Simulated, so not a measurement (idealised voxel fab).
process module | voxel wiring stack
cross-section cut | 165 nm wide | cells 5 nm
A cross-section is a grid of square cells, given in bands from the top down. A band is one or more rows of cells.
Each band's line starts with the height of the band's top and of its bottom, in nm. Then come its materials from left to right, each with its width in nm. One material with "throughout" fills the band from edge to edge. "air" is empty space.
Height 0 is the level under which the wafer as received is all one material. The lowest band goes on downwards, as in "0 down".
A width such as "30 to 40" changes by the same amount from each row of cells to the next, from the band's top row to its bottom row.
"no change" after a step means that no cell of the cross-section changed.
closed voids: empty space of 8 cells or more with no open way to the top, each as width x height at its distance from the left edge, in nm
after a step's settings: what the simulator itself notes on the step
overlay nm, on a step with a mask: how far to the right of its planned place the mask lay; to the left if negative
plan
1 op RECEIVE | material Si
2 op CONFORMAL_DEP | material SiO2 | thk nm 15
3 op DIRECTIONAL_DEP | material TiN | thk nm 5
4 op DIRECTIONAL_DEP | material Ru | thk nm 15
5 op MASKED_ETCH | tone cover | mask id METAL_1 | width nm 25 | pitch nm 50 | etch materials Ru | depth nm 15 | overlay nm 0
6 op MASKED_ETCH | tone cover | mask id METAL_1 | width nm 25 | pitch nm 50 | etch materials TiN | depth nm 5 | overlay nm 0
7 op CONFORMAL_DEP | material SiCN | thk nm 5
8 op FILL_DEP | material SiO2 | thk nm 10
9 op CMP | height nm 35
10 op CONFORMAL_DEP | material SiCN | thk nm 5
11 op DIRECTIONAL_DEP | material SiO2 | thk nm 30
12 op MASKED_ETCH | tone open | mask id METAL_2 | width nm 25 | pitch nm 50 | etch materials SiO2 | depth nm 15 | overlay nm 0
13 op MASKED_ETCH | tone open | mask id METAL_2_HOLES | width nm 15 | etch materials SiO2 | depth nm 15 | overlay nm 0
14 op MASKED_ETCH | tone open | mask id METAL_2_HOLES | width nm 15 | etch materials SiCN | depth nm 5 | overlay nm 0
15 op CONFORMAL_DEP | material TiN | thk nm 5
16 op FILL_DEP | material Cu | thk nm 5
17 op CMP | height nm 70
18 op CONFORMAL_DEP | material SiCN | thk nm 5
as received, after step 1
  0 down: Si throughout
  closed voids: none
a wafer at the end: this start, this plan, one mistake
  75 to 70: SiCN throughout
  70 to 60: SiO2 45 | TiN 5 | SiO2 15 | TiN 5 | SiO2 25 | TiN 5 | SiO2 15 | TiN 5 | SiO2 45
  60 to 55: SiO2 45 | TiN 5 | SiO2 5 | TiN 15 | SiO2 25 | TiN 25 | SiO2 45
  55 to 40: SiO2 45 | TiN 5 | SiO2 5 | TiN 5 | SiO2 105
  40 to 35: SiCN 45 | TiN 15 | SiCN 105
  35 to 20: SiO2 40 | SiCN 5 | Ru 25 | SiCN 5 | SiO2 15 | SiCN 5 | Ru 25 | SiCN 5 | SiO2 40
  20 to 15: SiCN 45 | TiN 25 | SiCN 25 | TiN 25 | SiCN 45
  15 to 0: SiO2 throughout
  0 down: Si throughout
  closed voids: none
what went wrong: step 16 ran as: op FILL_DEP | material SiO2 | thk nm 5
